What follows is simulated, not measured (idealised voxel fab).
Module name: voxel gate over fins (process module)
cross-section cut | 150 nm wide | cells 5 nm
Cross-section, as written here: a square-cell grid given band by band from the top down, where a band holds one or more rows of cells. Read a band's entry like this: the first values are the height of its top and the height of its bottom in nm, and what follows is the sequence of materials from left to right, each with its width in nm. Note that "air" is empty space, and that a single material marked "throughout" reaches across the band from edge to edge. Heights are measured from 0, the level below which the as-received wafer is all one material; the lowest band has no bottom and continues downward, written as in "z 0 and below". Quick explanation for "30..40": the width changes in equal steps down the rows of cells, from the first number in the band's top row to the second number in its bottom row. What does "nothing different" mean for a step? It means no cell of the cross-section changed in that step. Voids not open to the top, 8 cells minimum: see "Voids, fully enclosed". Written width x height at distance; distance is from the left edge; nm. Text after the settings on a step's line: the simulator's own remark on that step. "overlay nm" denotes, for a step that has a mask, the displacement of the mask to the right of its planned place, with negative values corresponding to the left.

# Process steps - plan
1) RECEIVE (material Si)
2) CONFORMAL_DEP (material SiN; thk nm 5)
3) MASKED_ETCH (tone cover; mask id FINS; width nm 15; pitch nm 45; etch materials SiN; depth nm 5; overlay nm 0)
4) MASKED_ETCH (tone cover; mask id FINS; width nm 15; pitch nm 45; etch materials Si; depth nm 30; overlay nm 0)
5) OXIDIZE (depth nm 5)
6) FILL_DEP (material SiO2; thk nm 10)
7) CMP (height nm 5)
8) SELECTIVE_ETCH (etch materials SiO2; depth nm 15)
9) STRIP (etch materials SiN)
10) CONFORMAL_DEP (material HfO2; thk nm 5)
11) CONFORMAL_DEP (material TiN; thk nm 5)
12) FILL_DEP (material W; thk nm 15)
13) CMP (height nm 20)
14) CONFORMAL_DEP (material SiCN; thk nm 10)

# So, the first of our two wafers, run just as we planned it

# Wafer cross-section on receipt, i.e. after step 1
- z 0 and below  Si throughout
- Voids, fully enclosed: none

# Cross-section of the wafer subsequent to step 2
- z 5 to 0  SiN throughout
- At heights below 0, the structure remains unaltered.

# Cross-section of the wafer subsequent to step 3
- z 5 to 0  45 air, 15 SiN, 30 air, 15 SiN, 45 air
- At heights below 0, the structure remains unaltered.

# Cross-section of the wafer subsequent to step 4
- z 5 to 0  45 air, 15 SiN, 30 air, 15 SiN, 45 air
- z 0 to -30  45 air, 15 Si, 30 air, 15 Si, 45 air
- At heights below -30, the structure remains unaltered.

# Cross-section of the wafer subsequent to step 5
- z 5 to 0  45 air, 15 SiN, 30 air, 15 SiN, 45 air
- z 0 to -30  45 air, 5 SiO2, 5 Si, 5 SiO2, 30 air, 5 SiO2, 5 Si, 5 SiO2, 45 air
- z -30 to -35  50 SiO2, 5 Si, 40 SiO2, 5 Si, 50 SiO2
- At heights below -35, the structure remains unaltered.

# Cross-section of the wafer subsequent to step 6
- z 15 to 5  SiO2 throughout
- z 5 to 0  45 SiO2, 15 SiN, 30 SiO2, 15 SiN, 45 SiO2
- z 0 to -35  50 SiO2, 5 Si, 40 SiO2, 5 Si, 50 SiO2
- At heights below -35, the structure remains unaltered.

# Cross-section of the wafer subsequent to step 7
- z 5 to 0  45 SiO2, 15 SiN, 30 SiO2, 15 SiN, 45 SiO2
- At heights below 0, the structure remains unaltered.

# Cross-section of the wafer subsequent to step 8
- z 5 to 0  45 air, 15 SiN, 30 air, 15 SiN, 45 air
- z 0 to -10  50 air, 5 Si, 40 air, 5 Si, 50 air
- At heights below -10, the structure remains unaltered.

# Cross-section of the wafer subsequent to step 9
- z 0 to -10  50 air, 5 Si, 40 air, 5 Si, 50 air
- At heights below -10, the structure remains unaltered.

# Cross-section of the wafer subsequent to step 10
- z 5 to 0  45 air, 15 HfO2, 30 air, 15 HfO2, 45 air
- z 0 to -5  45 air, 5 HfO2, 5 Si, 5 HfO2, 30 air, 5 HfO2, 5 Si, 5 HfO2, 45 air
- z -5 to -10  50 HfO2, 5 Si, 40 HfO2, 5 Si, 50 HfO2
- At heights below -10, the structure remains unaltered.

# Cross-section of the wafer subsequent to step 11
- z 10 to 5  40 air, 25 TiN, 20 air, 25 TiN, 40 air
- z 5 to 0  40 air, 5 TiN, 15 HfO2, 5 TiN, 20 air, 5 TiN, 15 HfO2, 5 TiN, 40 air
- z 0 to -5  45 TiN, 5 HfO2, 5 Si, 5 HfO2, 30 TiN, 5 HfO2, 5 Si, 5 HfO2, 45 TiN
- At heights below -5, the structure remains unaltered.

# Cross-section of the wafer subsequent to step 12
- z 25 to 10  W throughout
- z 10 to 5  40 W, 25 TiN, 20 W, 25 TiN, 40 W
- z 5 to 0  40 W, 5 TiN, 15 HfO2, 5 TiN, 20 W, 5 TiN, 15 HfO2, 5 TiN, 40 W
- At heights below 0, the structure remains unaltered.

# Cross-section of the wafer subsequent to step 13
- z 20 to 10  W throughout
- At heights below 10, the structure remains unaltered.

# Cross-section of the wafer subsequent to step 14
- z 30 to 20  SiCN throughout
- At heights below 20, the structure remains unaltered.

# Second wafer - shared start and plan with the first - one error in running - same as the first up to step 9 inclusive

The second wafer cut through, at the time step 10 was supposed to be finished: nothing different

# The second wafer cut through, at the time step 11 was supposed to be finished
- z 5 to 0  45 air, 15 TiN, 30 air, 15 TiN, 45 air
- z 0 to -5  45 air, 5 TiN, 5 Si, 5 TiN, 30 air, 5 TiN, 5 Si, 5 TiN, 45 air
- z -5 to -10  50 TiN, 5 Si, 40 TiN, 5 Si, 50 TiN
- At heights below -10, the structure remains unaltered.

# The second wafer cut through, at the time step 12 was supposed to be finished
- z 20 to 5  W throughout
- z 5 to 0  45 W, 15 TiN, 30 W, 15 TiN, 45 W
- z 0 to -5  45 W, 5 TiN, 5 Si, 5 TiN, 30 W, 5 TiN, 5 Si, 5 TiN, 45 W
- At heights below -5, the structure remains unaltered.

The second wafer cut through, at the time step 13 was supposed to be finished: nothing different

# The second wafer cut through, at the time step 14 was supposed to be finished
- z 30 to 20  SiCN throughout
- At heights below 20, the structure remains unaltered.
The mistake made against the process plan was this: step 10 was dropped from the plan's execution and never run
In the final state, the cell counts of the second wafer exceed or fall short of those of the first for the following materials: -38 HfO2, +38 W
